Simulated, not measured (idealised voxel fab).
The name of this process module is voxel local oxidation.
Section cut is 170 nm wide and gridded with 5 nm square cells.
A cross-section is a grid of square cells, given in bands from the top down. A band is one or more rows of cells.
Heights first: top, then bottom, in nm. Then materials, left to right, each with a width in nm. "edge to edge" on a single material: fills the band edge to edge. "empty": empty space.
Counting heights begins at 0, where everything beneath is, in the wafer as received, one material. The lowest band has no bottom; it goes on downwards, as "0 -> down" shows.
So if you see something like "30..40" for the width, read it as the top row of the band sitting at the first number and the bottom row at the second, with every row in between moving by the same amount as the last.
"remained the same" for a step: no cell of the cross-section changed in that step.
The entry "Enclosed void listing" lists the empty spaces that cover at least 8 cells and have no open path to the top. Each is written as width x height at distance, where the distance is measured from the left edge and all three values are in nm.
Anything after a step's settings on that line? It's the simulator's own note about the step.
A step line may carry the setting "overlay nm", which, for steps involving a mask, states the distance by which the mask lay to the right of its intended position; negative values denote displacement to the left.

This section lists the process steps that were planned
1. RECEIVE, material Si
2. CONFORMAL_DEP, material SiO2, thk nm 5
3. CONFORMAL_DEP, material SiN, thk nm 15
4. DIRECTIONAL_DEP, material aC, thk nm 15
5. PATTERN, tone cover, mask id ACTIVE, material resist, width nm 100, thk nm 30, overlay nm 0
6. DIRECTIONAL_ETCH, etch materials aC, depth nm 15
7. STRIP, etch materials resist
8. DIRECTIONAL_ETCH, etch materials SiN, depth nm 15
9. STRIP, etch materials aC
10. SELECTIVE_ETCH, etch materials SiO2, depth nm 5
11. OXIDIZE, depth nm 10
12. STRIP, etch materials SiN

Wafer, first of two, run as planned

Cross-section of the wafer at receipt, which is the condition after step 1
- 0 -> down: Si edge to edge
- Enclosed void listing: none

Step 2 complete: cross-section through the wafer
- 5 -> 0: SiO2 edge to edge
- No changes below 0.

Step 3 complete: cross-section through the wafer
- 20 -> 5: SiN edge to edge
- No changes below 5.

Step 4 complete: cross-section through the wafer
- 35 -> 20: aC edge to edge
- No changes below 20.

Step 5 complete: cross-section through the wafer
- 65 -> 35: 35 empty; 100 resist; 35 empty
- No changes below 35.

Step 6 complete: cross-section through the wafer
- 50 -> 35: 35 empty; 100 resist; 35 empty
- 35 -> 20: 35 empty; 100 aC; 35 empty
- No changes below 20.

Step 7 complete: cross-section through the wafer
- 35 -> 20: 35 empty; 100 aC; 35 empty
- No changes below 20.

Step 8 complete: cross-section through the wafer
- 35 -> 20: 35 empty; 100 aC; 35 empty
- 20 -> 5: 35 empty; 100 SiN; 35 empty
- No changes below 5.

Step 9 complete: cross-section through the wafer
- 20 -> 5: 35 empty; 100 SiN; 35 empty
- No changes below 5.

Step 10 complete: cross-section through the wafer
- 20 -> 5: 35 empty; 100 SiN; 35 empty
- 5 -> 0: 40 empty; 90 SiO2; 40 empty
- No changes below 0.

Step 11 complete: cross-section through the wafer
- 20 -> 5: 35 empty; 100 SiN; 35 empty
- 5 -> 0: 40 empty; 90 SiO2; 40 empty
- 0 -> -10: 50 SiO2; 70 Si; 50 SiO2
- No changes below -10.

Step 12 complete: cross-section through the wafer
- 5 -> 0: 40 empty; 90 SiO2; 40 empty
- No changes below 0.

second wafer: like start, like plan, one mistake. Through step 3 it matches the first wafer

Cross-sectional view of the second wafer at the intended end time of process step 4
- 35 -> 20: SiO2 edge to edge
- No changes below 20.

Cross-sectional view of the second wafer at the intended end time of process step 5
- 65 -> 35: 35 empty; 100 resist; 35 empty
- No changes below 35.

Cross-sectional view of the second wafer at the intended end time of process step 6
- 50 -> 35: 35 empty; 100 resist; 35 empty
- No changes below 35.

Cross-sectional view of the second wafer at the intended end time of process step 7
- 35 -> 20: SiO2 edge to edge
- No changes below 20.

Cross-sectional view of the second wafer at the intended end time of process step 8: remained the same

Cross-sectional view of the second wafer at the intended end time of process step 9: remained the same

Cross-sectional view of the second wafer at the intended end time of process step 10
- 30 -> 20: SiO2 edge to edge
- No changes below 20.

Cross-sectional view of the second wafer at the intended end time of process step 11: remained the same

Cross-sectional view of the second wafer at the intended end time of process step 12: remained the same
So what did we get wrong on this run? in deviation from the planned setting, step 4 was conducted as DIRECTIONAL_DEP, material SiO2, thk nm 15
Upon completion, the second wafer contains, in terms of cells, a greater or smaller amount of certain materials than the first wafer: Si: 40 more; SiN: 102 more; SiO2: 44 more
